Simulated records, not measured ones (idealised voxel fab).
voxel wiring stack: a process module
In the cross-section labelled cut, the width is 210 nm and each square cell is 5 nm.
Cross-section layout: square cells on a grid; listed as bands, top to bottom; a band spans one or more cell rows. A band entry consists of two parts. The first gives the height of the band's top and the height of its bottom, in nm. The rest lists the band's materials from left to right, each with its width in nm. A single material labelled with the word "everywhere" fills the band from edge to edge, and the word "air" marks empty space. For the purposes of this specification, 0 denotes the height below which the wafer in its as-received condition is composed wholly of one material, and the lowermost band, lacking a lower limit, extends downward without end, as expressed in "0..down". The width entry "30->40" should be interpreted row by row: the top row of cells in the band takes the first number, the bottom row takes the second number, and the change between adjacent rows is uniform throughout. Where a step carries "all unchanged", the cross-section came out of it unchanged, cell for cell. Closed empty spaces (no open way to the top) of 8 cells or more are what "Voids, fully enclosed" lists, each as width x height at distance from the left edge, nm for all three. Anything after a step's settings on that line? It's the simulator's own note about the step. What "overlay nm" on a step's line means: if the step has a mask, that mask lay this far to the right of its planned place, or, when the value is negative, to the left.
The following list gives the planned process steps
1. RECEIVE (material Si)
2. CONFORMAL_DEP (material SiO2; thk nm 15)
3. DIRECTIONAL_DEP (material TiN; thk nm 5)
4. DIRECTIONAL_DEP (material W; thk nm 25)
5. DIRECTIONAL_DEP (material aC; thk nm 10)
6. PATTERN (tone cover; mask id METAL_1; material resist; width nm 30; pitch nm 50; thk nm 30; overlay nm 0)
7. DIRECTIONAL_ETCH (etch materials aC; depth nm 10)
8. STRIP (etch materials resist)
9. DIRECTIONAL_ETCH (etch materials W; depth nm 25)
10. DIRECTIONAL_ETCH (etch materials TiN; depth nm 5)
11. STRIP (etch materials aC)
12. CONFORMAL_DEP (material SiCN; thk nm 5)
13. FILL_DEP (material lowk; thk nm 10)
14. CMP (height nm 45)
15. CONFORMAL_DEP (material SiCN; thk nm 5)
16. DIRECTIONAL_DEP (material lowk; thk nm 20)
17. DIRECTIONAL_DEP (material aC; thk nm 10)
18. PATTERN (tone open; mask id PLUG_1; material resist; width nm 15; pitch nm 100; thk nm 25; overlay nm 0)
19. DIRECTIONAL_ETCH (etch materials aC; depth nm 10)
20. STRIP (etch materials resist)
21. DIRECTIONAL_ETCH (etch materials lowk; depth nm 20)
22. DIRECTIONAL_ETCH (etch materials SiCN; depth nm 5)
23. STRIP (etch materials aC)
24. EPI (material Ru; thk nm 10)
25. EPI (material Ru; thk nm 10)
26. EPI (material Ru; thk nm 5)
27. CONFORMAL_DEP (material SiCN; thk nm 5)
28. DIRECTIONAL_DEP (material SiO2; thk nm 25)
29. PATTERN (tone open; mask id METAL_2; material resist; width nm 30; pitch nm 50; thk nm 20; overlay nm 0)
30. DIRECTIONAL_ETCH (etch materials SiO2; depth nm 25)
31. DIRECTIONAL_ETCH (etch materials SiCN; depth nm 5)
32. STRIP (etch materials resist)
33. CONFORMAL_DEP (material TiN; thk nm 5)
34. FILL_DEP (material Ru; thk nm 10)
35. CMP (height nm 100)
36. CONFORMAL_DEP (material SiCN; thk nm 5)
37. DIRECTIONAL_DEP (material SiO2; thk nm 30)
38. PATTERN (tone open; mask id METAL_3; material resist; width nm 30; pitch nm 50; thk nm 20; overlay nm 0)
39. DIRECTIONAL_ETCH (etch materials SiO2; depth nm 20)
40. STRIP (etch materials resist)
41. MASKED_ETCH (tone open; mask id METAL_3_HOLES; width nm 15; pitch nm 50; etch materials SiO2; depth nm 10; overlay nm 0)
42. MASKED_ETCH (tone open; mask id METAL_3_HOLES; width nm 15; pitch nm 50; etch materials SiCN; depth nm 5; overlay nm 0)
43. CONFORMAL_DEP (material TiN; thk nm 5)
44. FILL_DEP (material Cu; thk nm 5)
45. CMP (height nm 135)
46. CONFORMAL_DEP (material SiCN; thk nm 5)
Cross-sectional view of the wafer in its as-received condition, corresponding to the state after step 1
* 0..down | Si everywhere
* Voids, fully enclosed: none
Final wafer profile in cross-section after the module, from the same start and plan as above, with one mistake made during processing
* 140..135 | SiCN everywhere
* 135..120 | SiO2=40 | TiN=5 | Cu=20 | TiN=5 | SiO2=20 | TiN=5 | Cu=20 | TiN=5 | SiO2=20 | TiN=5 | Cu=20 | TiN=5 | SiO2=40
* 120..115 | SiO2=40 | TiN=5 | Cu=5 | TiN=20 | SiO2=20 | TiN=5 | Cu=5 | TiN=20 | SiO2=20 | TiN=5 | Cu=5 | TiN=20 | SiO2=40
* 115..105 | SiO2=40 | TiN=5 | Cu=5 | TiN=5 | SiO2=35 | TiN=5 | Cu=5 | TiN=5 | SiO2=35 | TiN=5 | Cu=5 | TiN=5 | SiO2=55
* 105..100 | SiCN=40 | TiN=15 | SiCN=35 | TiN=15 | SiCN=35 | TiN=15 | SiCN=55
* 100..80 | SiO2=40 | TiN=5 | Ru=20 | TiN=5 | SiO2=20 | TiN=5 | Ru=20 | TiN=5 | SiO2=20 | TiN=5 | Ru=20 | TiN=5 | SiO2=40
* 80..75 | SiO2=30 | SiCN=10 | TiN=30 | SiO2=20 | TiN=5 | Ru=20 | TiN=5 | SiO2=10 | SiCN=10 | TiN=30 | SiO2=40
* 75..70 | SiCN=35 | Ru=25 | SiCN=5 | TiN=5 | SiCN=20 | TiN=30 | SiCN=15 | Ru=25 | SiCN=5 | TiN=5 | SiCN=40
* 70..50 | lowk=40 | Ru=15 | lowk=85 | Ru=15 | lowk=55
* 50..45 | Cu everywhere
* 45..20 | lowk=35 | SiCN=5 | W=30 | SiCN=5 | lowk=10 | SiCN=5 | W=30 | SiCN=5 | lowk=10 | SiCN=5 | W=30 | SiCN=5 | lowk=35
* 20..15 | SiCN=40 | TiN=30 | SiCN=20 | TiN=30 | SiCN=20 | TiN=30 | SiCN=40
* 15..0 | SiO2 everywhere
* 0..down | Si everywhere
* Voids, fully enclosed: none
Misprocessing identified: the process deviated at step 15: the operation and settings actually run there were CONFORMAL_DEP (material Cu; thk nm 5)
